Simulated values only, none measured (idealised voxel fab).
process module | voxel wiring stack
cross-section cut | 170 nm wide | cells 5 nm
A cross-section is a grid of square cells, given in bands from the top down. A band is one or more rows of cells.
Each band's line starts with the height of the band's top and of its bottom, in nm. Then come its materials from left to right, each with its width in nm. One material with "throughout" fills the band from edge to edge. "air" is empty space.
Height 0 is the level under which the wafer as received is all one material. The lowest band goes on downwards, as in "0 down".
A width such as "30 to 40" changes by the same amount from each row of cells to the next, from the band's top row to its bottom row.
"no change" after a step means that no cell of the cross-section changed.
closed voids: empty space of 8 cells or more with no open way to the top, each as width x height at its distance from the left edge, in nm
after a step's settings: what the simulator itself notes on the step
overlay nm, on a step with a mask: how far to the right of its planned place the mask lay; to the left if negative
plan
1 op RECEIVE | material Si
2 op CONFORMAL_DEP | material SiO2 | thk nm 15
3 op CONFORMAL_DEP | material SiCN | thk nm 5
4 op DIRECTIONAL_DEP | material lowk | thk nm 25
5 op MASKED_ETCH | tone open | mask id METAL_1 | width nm 25 | pitch nm 55 | etch materials lowk | depth nm 25 | overlay nm 0
6 op MASKED_ETCH | tone open | mask id METAL_1 | width nm 25 | pitch nm 55 | etch materials SiCN | depth nm 5 | overlay nm 0
7 op CONFORMAL_DEP | material TiN | thk nm 5
8 op FILL_DEP | material Ru | thk nm 10
9 op CMP | height nm 45
10 op CONFORMAL_DEP | material SiCN | thk nm 5
11 op DIRECTIONAL_DEP | material SiO2 | thk nm 35
12 op PATTERN | tone open | mask id METAL_2_HOLES | material resist | width nm 15 | pitch nm 55 | thk nm 15 | overlay nm 0
13 op DIRECTIONAL_ETCH | etch materials SiO2 | depth nm 35
14 op STRIP | etch materials resist
15 op DIRECTIONAL_DEP | material aC | thk nm 10
16 op PATTERN | tone open | mask id METAL_2 | material resist | width nm 25 | pitch nm 55 | thk nm 30 | overlay nm 0
17 op DIRECTIONAL_ETCH | etch materials aC | depth nm 10
18 op STRIP | etch materials resist
19 op DIRECTIONAL_ETCH | etch materials SiO2 | depth nm 20
20 op DIRECTIONAL_ETCH | etch materials SiCN | depth nm 5
21 op STRIP | etch materials aC
22 op CONFORMAL_DEP | material TiN | thk nm 5
23 op FILL_DEP | material Cu | thk nm 5
24 op CMP | height nm 85
25 op CONFORMAL_DEP | material SiCN | thk nm 5
first wafer, as planned
as received, after step 1
  0 down: Si throughout
  closed voids: none
after step 2
  15 to 0: SiO2 throughout
  below 0: unchanged
after step 3
  20 to 15: SiCN throughout
  below 15: unchanged
after step 4
  45 to 20: lowk throughout
  below 20: unchanged
after step 5
  45 to 20: lowk 15 | air 25 | lowk 30 | air 25 | lowk 30 | air 25 | lowk 20
  below 20: unchanged
after step 6
  45 to 20: lowk 15 | air 25 | lowk 30 | air 25 | lowk 30 | air 25 | lowk 20
  20 to 15: SiCN 15 | air 25 | SiCN 30 | air 25 | SiCN 30 | air 25 | SiCN 20
  below 15: unchanged
after step 7
  50 to 45: TiN 20 | air 15 | TiN 40 | air 15 | TiN 40 | air 15 | TiN 25
  45 to 20: lowk 15 | TiN 5 | air 15 | TiN 5 | lowk 30 | TiN 5 | air 15 | TiN 5 | lowk 30 | TiN 5 | air 15 | TiN 5 | lowk 20
  20 to 15: SiCN 15 | TiN 25 | SiCN 30 | TiN 25 | SiCN 30 | TiN 25 | SiCN 20
  below 15: unchanged
after step 8
  60 to 50: Ru throughout
  50 to 45: TiN 20 | Ru 15 | TiN 40 | Ru 15 | TiN 40 | Ru 15 | TiN 25
  45 to 20: lowk 15 | TiN 5 | Ru 15 | TiN 5 | lowk 30 | TiN 5 | Ru 15 | TiN 5 | lowk 30 | TiN 5 | Ru 15 | TiN 5 | lowk 20
  below 20: unchanged
after step 9
  45 to 20: lowk 15 | TiN 5 | Ru 15 | TiN 5 | lowk 30 | TiN 5 | Ru 15 | TiN 5 | lowk 30 | TiN 5 | Ru 15 | TiN 5 | lowk 20
  below 20: unchanged
after step 10
  50 to 45: SiCN throughout
  below 45: unchanged
after step 11
  85 to 50: SiO2 throughout
  below 50: unchanged
after step 12
  100 to 85: resist 15 | air 15 | resist 40 | air 15 | resist 40 | air 15 | resist 30
  below 85: unchanged
after step 13
  100 to 85: resist 15 | air 15 | resist 40 | air 15 | resist 40 | air 15 | resist 30
  85 to 50: SiO2 15 | air 15 | SiO2 40 | air 15 | SiO2 40 | air 15 | SiO2 30
  below 50: unchanged
after step 14
  85 to 50: SiO2 15 | air 15 | SiO2 40 | air 15 | SiO2 40 | air 15 | SiO2 30
  below 50: unchanged
after step 15
  95 to 85: aC 15 | air 15 | aC 40 | air 15 | aC 40 | air 15 | aC 30
  85 to 60: SiO2 15 | air 15 | SiO2 40 | air 15 | SiO2 40 | air 15 | SiO2 30
  60 to 50: SiO2 15 | aC 15 | SiO2 40 | aC 15 | SiO2 40 | aC 15 | SiO2 30
  below 50: unchanged
after step 16
  125 to 95: resist 15 | air 25 | resist 30 | air 25 | resist 30 | air 25 | resist 20
  below 95: unchanged
after step 17
  115 to 95: resist 15 | air 25 | resist 30 | air 25 | resist 30 | air 25 | resist 20
  95 to 85: aC 15 | air 25 | aC 30 | air 25 | aC 30 | air 25 | aC 20
  85 to 50: SiO2 15 | air 15 | SiO2 40 | air 15 | SiO2 40 | air 15 | SiO2 30
  below 50: unchanged
after step 18
  95 to 85: aC 15 | air 25 | aC 30 | air 25 | aC 30 | air 25 | aC 20
  below 85: unchanged
after step 19
  95 to 85: aC 15 | air 25 | aC 30 | air 25 | aC 30 | air 25 | aC 20
  85 to 65: SiO2 15 | air 25 | SiO2 30 | air 25 | SiO2 30 | air 25 | SiO2 20
  below 65: unchanged
after step 20
  95 to 85: aC 15 | air 25 | aC 30 | air 25 | aC 30 | air 25 | aC 20
  85 to 65: SiO2 15 | air 25 | SiO2 30 | air 25 | SiO2 30 | air 25 | SiO2 20
  65 to 50: SiO2 15 | air 15 | SiO2 40 | air 15 | SiO2 40 | air 15 | SiO2 30
  50 to 45: SiCN 15 | air 15 | SiCN 40 | air 15 | SiCN 40 | air 15 | SiCN 30
  below 45: unchanged
after step 21
  85 to 65: SiO2 15 | air 25 | SiO2 30 | air 25 | SiO2 30 | air 25 | SiO2 20
  below 65: unchanged
after step 22
  90 to 85: TiN 20 | air 15 | TiN 40 | air 15 | TiN 40 | air 15 | TiN 25
  85 to 70: SiO2 15 | TiN 5 | air 15 | TiN 5 | SiO2 30 | TiN 5 | air 15 | TiN 5 | SiO2 30 | TiN 5 | air 15 | TiN 5 | SiO2 20
  70 to 65: SiO2 15 | TiN 5 | air 5 | TiN 15 | SiO2 30 | TiN 5 | air 5 | TiN 15 | SiO2 30 | TiN 5 | air 5 | TiN 15 | SiO2 20
  65 to 50: SiO2 15 | TiN 5 | air 5 | TiN 5 | SiO2 40 | TiN 5 | air 5 | TiN 5 | SiO2 40 | TiN 5 | air 5 | TiN 5 | SiO2 30
  50 to 45: SiCN 15 | TiN 15 | SiCN 40 | TiN 15 | SiCN 40 | TiN 15 | SiCN 30
  below 45: unchanged
after step 23
  95 to 90: Cu throughout
  90 to 85: TiN 20 | Cu 15 | TiN 40 | Cu 15 | TiN 40 | Cu 15 | TiN 25
  85 to 70: SiO2 15 | TiN 5 | Cu 15 | TiN 5 | SiO2 30 | TiN 5 | Cu 15 | TiN 5 | SiO2 30 | TiN 5 | Cu 15 | TiN 5 | SiO2 20
  70 to 65: SiO2 15 | TiN 5 | Cu 5 | TiN 15 | SiO2 30 | TiN 5 | Cu 5 | TiN 15 | SiO2 30 | TiN 5 | Cu 5 | TiN 15 | SiO2 20
  65 to 50: SiO2 15 | TiN 5 | Cu 5 | TiN 5 | SiO2 40 | TiN 5 | Cu 5 | TiN 5 | SiO2 40 | TiN 5 | Cu 5 | TiN 5 | SiO2 30
  below 50: unchanged
after step 24
  85 to 70: SiO2 15 | TiN 5 | Cu 15 | TiN 5 | SiO2 30 | TiN 5 | Cu 15 | TiN 5 | SiO2 30 | TiN 5 | Cu 15 | TiN 5 | SiO2 20
  below 70: unchanged
after step 25
  90 to 85: SiCN throughout
  below 85: unchanged
second wafer: like start, like plan, one mistake. Through step 2 it matches the first wafer
when step 3 should have ended
  40 to 15: lowk throughout
  below 15: unchanged
when step 4 should have ended
  45 to 40: SiCN throughout
  below 40: unchanged
when step 5 should have ended: no change
when step 6 should have ended
  45 to 40: SiCN 15 | air 25 | SiCN 30 | air 25 | SiCN 30 | air 25 | SiCN 20
  below 40: unchanged
when step 7 should have ended
  50 to 45: TiN 20 | air 15 | TiN 40 | air 15 | TiN 40 | air 15 | TiN 25
  45 to 40: SiCN 15 | TiN 25 | SiCN 30 | TiN 25 | SiCN 30 | TiN 25 | SiCN 20
  below 40: unchanged
when step 8 should have ended
  60 to 50: Ru throughout
  50 to 45: TiN 20 | Ru 15 | TiN 40 | Ru 15 | TiN 40 | Ru 15 | TiN 25
  below 45: unchanged
when step 9 should have ended
  45 to 40: SiCN 15 | TiN 25 | SiCN 30 | TiN 25 | SiCN 30 | TiN 25 | SiCN 20
  below 40: unchanged
when step 10 should have ended
  50 to 45: SiCN throughout
  below 45: unchanged
when step 11 should have ended
  85 to 50: SiO2 throughout
  below 50: unchanged
when step 12 should have ended
  100 to 85: resist 15 | air 15 | resist 40 | air 15 | resist 40 | air 15 | resist 30
  below 85: unchanged
when step 13 should have ended
  100 to 85: resist 15 | air 15 | resist 40 | air 15 | resist 40 | air 15 | resist 30
  85 to 50: SiO2 15 | air 15 | SiO2 40 | air 15 | SiO2 40 | air 15 | SiO2 30
  below 50: unchanged
when step 14 should have ended
  85 to 50: SiO2 15 | air 15 | SiO2 40 | air 15 | SiO2 40 | air 15 | SiO2 30
  below 50: unchanged
when step 15 should have ended
  95 to 85: aC 15 | air 15 | aC 40 | air 15 | aC 40 | air 15 | aC 30
  85 to 60: SiO2 15 | air 15 | SiO2 40 | air 15 | SiO2 40 | air 15 | SiO2 30
  60 to 50: SiO2 15 | aC 15 | SiO2 40 | aC 15 | SiO2 40 | aC 15 | SiO2 30
  below 50: unchanged
when step 16 should have ended
  125 to 95: resist 15 | air 25 | resist 30 | air 25 | resist 30 | air 25 | resist 20
  below 95: unchanged
when step 17 should have ended
  115 to 95: resist 15 | air 25 | resist 30 | air 25 | resist 30 | air 25 | resist 20
  95 to 85: aC 15 | air 25 | aC 30 | air 25 | aC 30 | air 25 | aC 20
  85 to 50: SiO2 15 | air 15 | SiO2 40 | air 15 | SiO2 40 | air 15 | SiO2 30
  below 50: unchanged
when step 18 should have ended
  95 to 85: aC 15 | air 25 | aC 30 | air 25 | aC 30 | air 25 | aC 20
  below 85: unchanged
when step 19 should have ended
  95 to 85: aC 15 | air 25 | aC 30 | air 25 | aC 30 | air 25 | aC 20
  85 to 65: SiO2 15 | air 25 | SiO2 30 | air 25 | SiO2 30 | air 25 | SiO2 20
  below 65: unchanged
when step 20 should have ended
  95 to 85: aC 15 | air 25 | aC 30 | air 25 | aC 30 | air 25 | aC 20
  85 to 65: SiO2 15 | air 25 | SiO2 30 | air 25 | SiO2 30 | air 25 | SiO2 20
  65 to 50: SiO2 15 | air 15 | SiO2 40 | air 15 | SiO2 40 | air 15 | SiO2 30
  50 to 45: SiCN 15 | air 15 | SiCN 40 | air 15 | SiCN 40 | air 15 | SiCN 30
  below 45: unchanged
when step 21 should have ended
  85 to 65: SiO2 15 | air 25 | SiO2 30 | air 25 | SiO2 30 | air 25 | SiO2 20
  below 65: unchanged
when step 22 should have ended
  90 to 85: TiN 20 | air 15 | TiN 40 | air 15 | TiN 40 | air 15 | TiN 25
  85 to 70: SiO2 15 | TiN 5 | air 15 | TiN 5 | SiO2 30 | TiN 5 | air 15 | TiN 5 | SiO2 30 | TiN 5 | air 15 | TiN 5 | SiO2 20
  70 to 65: SiO2 15 | TiN 5 | air 5 | TiN 15 | SiO2 30 | TiN 5 | air 5 | TiN 15 | SiO2 30 | TiN 5 | air 5 | TiN 15 | SiO2 20
  65 to 50: SiO2 15 | TiN 5 | air 5 | TiN 5 | SiO2 40 | TiN 5 | air 5 | TiN 5 | SiO2 40 | TiN 5 | air 5 | TiN 5 | SiO2 30
  50 to 40: SiCN 15 | TiN 15 to 25 | SiCN 40 to 30 | TiN 15 to 25 | SiCN 40 to 30 | TiN 15 to 25 | SiCN 30 to 20
  below 40: unchanged
when step 23 should have ended
  95 to 90: Cu throughout
  90 to 85: TiN 20 | Cu 15 | TiN 40 | Cu 15 | TiN 40 | Cu 15 | TiN 25
  85 to 70: SiO2 15 | TiN 5 | Cu 15 | TiN 5 | SiO2 30 | TiN 5 | Cu 15 | TiN 5 | SiO2 30 | TiN 5 | Cu 15 | TiN 5 | SiO2 20
  70 to 65: SiO2 15 | TiN 5 | Cu 5 | TiN 15 | SiO2 30 | TiN 5 | Cu 5 | TiN 15 | SiO2 30 | TiN 5 | Cu 5 | TiN 15 | SiO2 20
  65 to 50: SiO2 15 | TiN 5 | Cu 5 | TiN 5 | SiO2 40 | TiN 5 | Cu 5 | TiN 5 | SiO2 40 | TiN 5 | Cu 5 | TiN 5 | SiO2 30
  below 50: unchanged
when step 24 should have ended
  85 to 70: SiO2 15 | TiN 5 | Cu 15 | TiN 5 | SiO2 30 | TiN 5 | Cu 15 | TiN 5 | SiO2 30 | TiN 5 | Cu 15 | TiN 5 | SiO2 20
  below 70: unchanged
when step 25 should have ended
  90 to 85: SiCN throughout
  below 85: unchanged
what went wrong: steps 3 and 4 were swapped
at the end the second wafer has, in cells: 45 fewer of Ru | 30 fewer of TiN | 75 more of lowk
